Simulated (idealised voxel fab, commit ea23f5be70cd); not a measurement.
Process module, titled voxel fin reveal
Cross-section cut: width 250 nm, square cells of 5 nm.
Throughout this document, each cross-section is represented as a grid of square cells and is presented as a sequence of bands enumerated from the top downward, where a band comprises one or more rows of cells.
Band: top height; bottom height; in nm. Then, left to right: material with width in nm, for each material. "everywhere": a single material spanning edge to edge. "empty": empty space.
Height reference: 0 = level under which incoming wafer is all one material. Lowest band: no bottom, runs on downward, e.g. "z 0 and below".
Width "30 to 40": first value at the band's top row of cells, second value at its bottom row, equal change from row to row.
A step reported as "stayed the same" is a step in which no cell of the cross-section changed.
Enclosed voids (no open way to top), threshold 8 cells or more, entry "Trapped cavities", notation width x height at distance, distance from left edge, nm.
Post-settings text on a step line: simulator's own remark regarding the step.
overlay nm: right-of-plan distance of the mask on a masked step; negative values mean left-of-plan.
Guide to the pairs. Each holds a before and an after cross-section around one process step; the after cross-section is cut off at the lowest band that changed. Look under the pair for the step between them and its settings. Pairs can come from different runs of this module on the same starting wafer, so a pair follows on from the one above it only where its entry headed "State before" says it does.
## State before
* z 5 to 0: 65 empty; 15 SiN; 20 empty; 15 SiN; 20 empty; 15 SiN; 20 empty; 15 SiN; 65 empty
* z 0 to -30: 65 empty; 5 SiO2; 5 Si; 5 SiO2; 20 empty; 5 SiO2; 5 Si; 5 SiO2; 20 empty; 5 SiO2; 5 Si; 5 SiO2; 20 empty; 5 SiO2; 5 Si; 5 SiO2; 65 empty
* z -30 to -35: 70 SiO2; 5 Si; 30 SiO2; 5 Si; 30 SiO2; 5 Si; 30 SiO2; 5 Si; 70 SiO2
* z -35 and below: Si everywhere
* Trapped cavities: none
## Post-Step Snapshot
* z 20 to 0: SiN everywhere
* z 0 to -30: 65 SiN; 5 SiO2; 5 Si; 5 SiO2; 20 SiN; 5 SiO2; 5 Si; 5 SiO2; 20 SiN; 5 SiO2; 5 Si; 5 SiO2; 20 SiN; 5 SiO2; 5 Si; 5 SiO2; 65 SiN
* Rest of section, below -30: as before.
* Trapped cavities: none
The step carried out between the cross-section before it and the cross-section after it, both shown above, is FILL_DEP (material SiN; thk nm 15)
State before: Reference is made to the cross-section shown after the step in the pair directly above, which represents the state prior to this step.
## Post-Step Snapshot
* z 5 to 0: SiN everywhere
* Rest of section, below 0: as before.
* Trapped cavities: none
The step carried out between the cross-section before it and the cross-section after it, both shown above, is CMP (height nm 5)
State before: Reference is made to the cross-section shown after the step in the pair directly above, which represents the state prior to this step.
## Post-Step Snapshot
* z 0 to -30: 65 empty; 5 SiO2; 5 Si; 5 SiO2; 20 empty; 5 SiO2; 5 Si; 5 SiO2; 20 empty; 5 SiO2; 5 Si; 5 SiO2; 20 empty; 5 SiO2; 5 Si; 5 SiO2; 65 empty
* Rest of section, below -30: as before.
* Trapped cavities: none
The step carried out between the cross-section before it and the cross-section after it, both shown above, is STRIP (etch materials SiN)
## State before
* z 20 to 5: aC everywhere
* z 5 to 0: SiN everywhere
* z 0 and below: Si everywhere
* Trapped cavities: none
## Post-Step Snapshot
* z 55 to 20: 65 resist; 15 empty; 20 resist; 15 empty; 20 resist; 15 empty; 20 resist; 15 empty; 65 resist
* Rest of section, below 20: as before.
* Trapped cavities: none
The step carried out between the cross-section before it and the cross-section after it, both shown above, is PATTERN (tone open; mask id FINS; material resist; width nm 15; pitch nm 35; thk nm 35; overlay nm 0)
State before: Reference is made to the cross-section shown after the step in the pair directly above, which represents the state prior to this step.
## Post-Step Snapshot
* z 40 to 20: 65 resist; 15 empty; 20 resist; 15 empty; 20 resist; 15 empty; 20 resist; 15 empty; 65 resist
* z 20 to 5: 65 aC; 15 empty; 20 aC; 15 empty; 20 aC; 15 empty; 20 aC; 15 empty; 65 aC
* Rest of section, below 5: as before.
* Trapped cavities: none
The step carried out between the cross-section before it and the cross-section after it, both shown above, is DIRECTIONAL_ETCH (etch materials aC; depth nm 15)
State before: Reference is made to the cross-section shown after the step in the pair directly above, which represents the state prior to this step.
## Post-Step Snapshot
* z 20 to 5: 65 aC; 15 empty; 20 aC; 15 empty; 20 aC; 15 empty; 20 aC; 15 empty; 65 aC
* Rest of section, below 5: as before.
* Trapped cavities: none
The step carried out between the cross-section before it and the cross-section after it, both shown above, is STRIP (etch materials resist)
State before: Reference is made to the cross-section shown after the step in the pair directly above, which represents the state prior to this step.
## Post-Step Snapshot
* z 20 to 5: 65 aC; 15 empty; 20 aC; 15 empty; 20 aC; 15 empty; 20 aC; 15 empty; 65 aC
* z 5 to 0: 65 SiN; 15 empty; 20 SiN; 15 empty; 20 SiN; 15 empty; 20 SiN; 15 empty; 65 SiN
* Rest of section, below 0: as before.
* Trapped cavities: none
The step carried out between the cross-section before it and the cross-section after it, both shown above, is DIRECTIONAL_ETCH (etch materials SiN; depth nm 5)
State before: Reference is made to the cross-section shown after the step in the pair directly above, which represents the state prior to this step.
## Post-Step Snapshot
* z 20 to 5: 65 aC; 15 empty; 20 aC; 15 empty; 20 aC; 15 empty; 20 aC; 15 empty; 65 aC
* z 5 to 0: 65 SiN; 15 empty; 20 SiN; 15 empty; 20 SiN; 15 empty; 20 SiN; 15 empty; 65 SiN
* z 0 to -30: 65 Si; 15 empty; 20 Si; 15 empty; 20 Si; 15 empty; 20 Si; 15 empty; 65 Si
* Rest of section, below -30: as before.
* Trapped cavities: none
The step carried out between the cross-section before it and the cross-section after it, both shown above, is DIRECTIONAL_ETCH (etch materials Si; depth nm 30)
State before: Reference is made to the cross-section shown after the step in the pair directly above, which represents the state prior to this step.
## Post-Step Snapshot
* z 5 to 0: 65 SiN; 15 empty; 20 SiN; 15 empty; 20 SiN; 15 empty; 20 SiN; 15 empty; 65 SiN
* Rest of section, below 0: as before.
* Trapped cavities: none
The step carried out between the cross-section before it and the cross-section after it, both shown above, is STRIP (etch materials aC)
State before: Reference is made to the cross-section shown after the step in the pair directly above, which represents the state prior to this step.
## Post-Step Snapshot
* z 5 to 0: 65 SiN; 15 empty; 20 SiN; 15 empty; 20 SiN; 15 empty; 20 SiN; 15 empty; 65 SiN
* z 0 to -30: 60 Si; 5 SiO2; 15 empty; 5 SiO2; 10 Si; 5 SiO2; 15 empty; 5 SiO2; 10 Si; 5 SiO2; 15 empty; 5 SiO2; 10 Si; 5 SiO2; 15 empty; 5 SiO2; 60 Si
* z -30 to -35: 60 Si; 25 SiO2; 10 Si; 25 SiO2; 10 Si; 25 SiO2; 10 Si; 25 SiO2; 60 Si
* Rest of section, below -35: as before.
* Trapped cavities: none
The step carried out between the cross-section before it and the cross-section after it, both shown above, is OXIDIZE (depth nm 5)
State before: Reference is made to the cross-section shown after the step in the pair directly above, which represents the state prior to this step.
## Post-Step Snapshot
* z 20 to 5: SiO2 everywhere
* z 5 to 0: 65 SiN; 15 SiO2; 20 SiN; 15 SiO2; 20 SiN; 15 SiO2; 20 SiN; 15 SiO2; 65 SiN
* z 0 to -35: 60 Si; 25 SiO2; 10 Si; 25 SiO2; 10 Si; 25 SiO2; 10 Si; 25 SiO2; 60 Si
* Rest of section, below -35: as before.
* Trapped cavities: none
The step carried out between the cross-section before it and the cross-section after it, both shown above, is FILL_DEP (material SiO2; thk nm 15)
State before: Reference is made to the cross-section shown after the step in the pair directly above, which represents the state prior to this step.
## Post-Step Snapshot
* z 5 to 0: 65 SiN; 15 SiO2; 20 SiN; 15 SiO2; 20 SiN; 15 SiO2; 20 SiN; 15 SiO2; 65 SiN
* Rest of section, below 0: as before.
* Trapped cavities: none
The step carried out between the cross-section before it and the cross-section after it, both shown above, is CMP (height nm 5)
State before: Reference is made to the cross-section shown after the step in the pair directly above, which represents the state prior to this step.
## Post-Step Snapshot
* z 5 to 0: 65 SiN; 15 empty; 20 SiN; 15 empty; 20 SiN; 15 empty; 20 SiN; 15 empty; 65 SiN
* z 0 to -10: 60 Si; 25 empty; 10 Si; 25 empty; 10 Si; 25 empty; 10 Si; 25 empty; 60 Si
* Rest of section, below -10: as before.
* Trapped cavities: none
The step carried out between the cross-section before it and the cross-section after it, both shown above, is SELECTIVE_ETCH (etch materials SiO2; depth nm 15)
State before: Reference is made to the cross-section shown after the step in the pair directly above, which represents the state prior to this step.
## Post-Step Snapshot
* z 0 to -10: 60 Si; 25 empty; 10 Si; 25 empty; 10 Si; 25 empty; 10 Si; 25 empty; 60 Si
* Rest of section, below -10: as before.
* Trapped cavities: none
The step carried out between the cross-section before it and the cross-section after it, both shown above, is STRIP (etch materials SiN)
